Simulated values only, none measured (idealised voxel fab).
Documented hereafter: the process module known as voxel tone inversion.
It is cross-section cut that appears here, measuring 255 nm in width, its square cells being 5 nm in size.
A cross-section is a grid of square cells, given in bands from the top down. A band is one or more rows of cells.
First you get the band's top height and its bottom height, in nm, and then the materials it's made of, left to right, with each width in nm. If you see a single material with "throughout", that one covers the band edge to edge. "empty" is empty space.
Beneath 0, the wafer as received is one material, and that level is where height counting begins. The lowest band goes on downward without a bottom; it is written like "0 -> down".
Per-row width for "30 to 40": begins at first number (top row of band), ends at second number (bottom row), increment between rows held constant.
"nothing got changed", as given for a step, is the statement that not any cell of the cross-section underwent a change during that step.
In "Closed void register" the enclosed voids are listed, meaning empty spaces of 8 cells or larger without any opening to the top. The form is width x height at distance, distance from the left edge, units nm.
Where a step's line continues beyond its settings, the continuation is a remark by the simulator itself on that step.
"overlay nm", when on a step's line for a step with a mask, measures how far to the right of its planned place the mask lay; a negative measure means to the left.

**Steps planned for the process**
| 1 | RECEIVE, material Si |
| 2 | CONFORMAL_DEP, material SiN, thk nm 5 |
| 3 | DIRECTIONAL_DEP, material aC, thk nm 20 |
| 4 | PATTERN, tone cover, mask id POSTS, material resist, width nm 25, pitch nm 55, thk nm 25, overlay nm 0 |
| 5 | DIRECTIONAL_ETCH, etch materials aC, depth nm 20 |
| 6 | STRIP, etch materials resist |
| 7 | FILL_DEP, material SiO2, thk nm 10 |
| 8 | CMP, height nm 25 |
| 9 | STRIP, etch materials aC |
| 10 | CONFORMAL_DEP, material TiN, thk nm 5 |
| 11 | FILL_DEP, material Cu, thk nm 10 |
| 12 | CMP, height nm 25 |
| 13 | CONFORMAL_DEP, material SiN, thk nm 5 |
All wafers enter the flow in the same state. The thk nm at step 2 differs from wafer to wafer, and the plan gives the value for the first wafer.

**Cut through the first of several wafers as received, post step 1**
0 -> down | Si throughout
Closed void register: none

**End-of-module cross-section, first of several wafers, after last step 13**
30 -> 25 | SiN throughout
25 -> 10 | SiO2: 30, TiN: 5, Cu: 15, TiN: 5, SiO2: 30, TiN: 5, Cu: 15, TiN: 5, SiO2: 30, TiN: 5, Cu: 15, TiN: 5, SiO2: 30, TiN: 5, Cu: 15, TiN: 5, SiO2: 35
10 -> 5 | SiO2: 30, TiN: 25, SiO2: 30, TiN: 25, SiO2: 30, TiN: 25, SiO2: 30, TiN: 25, SiO2: 35
5 -> 0 | SiN throughout
0 -> down | Si throughout
Closed void register: none

**Module end, final wafer: cross-section**
30 -> 25 | SiN throughout
25 -> 20 | SiO2: 30, TiN: 25, SiO2: 30, TiN: 25, SiO2: 30, TiN: 25, SiO2: 30, TiN: 25, SiO2: 35
20 -> 0 | SiN throughout
0 -> down | Si throughout
Closed void register: none

**The table below has one row for each wafer; a row shows, as of the end of the module, how many cells of each material the wafer has gained, marked (+), or lost, marked (-), since it was received, and then the wafer's closed voids**
thk nm 5, +36 Cu, +102 SiN, +124 SiO2, +44 TiN, Closed void register: none
thk nm 10, +24 Cu, +153 SiN, +93 SiO2, +36 TiN, Closed void register: none
thk nm 15, +12 Cu, +204 SiN, +62 SiO2, +28 TiN, Closed void register: none
thk nm 20, +255 SiN, +31 SiO2, +20 TiN, Closed void register: none
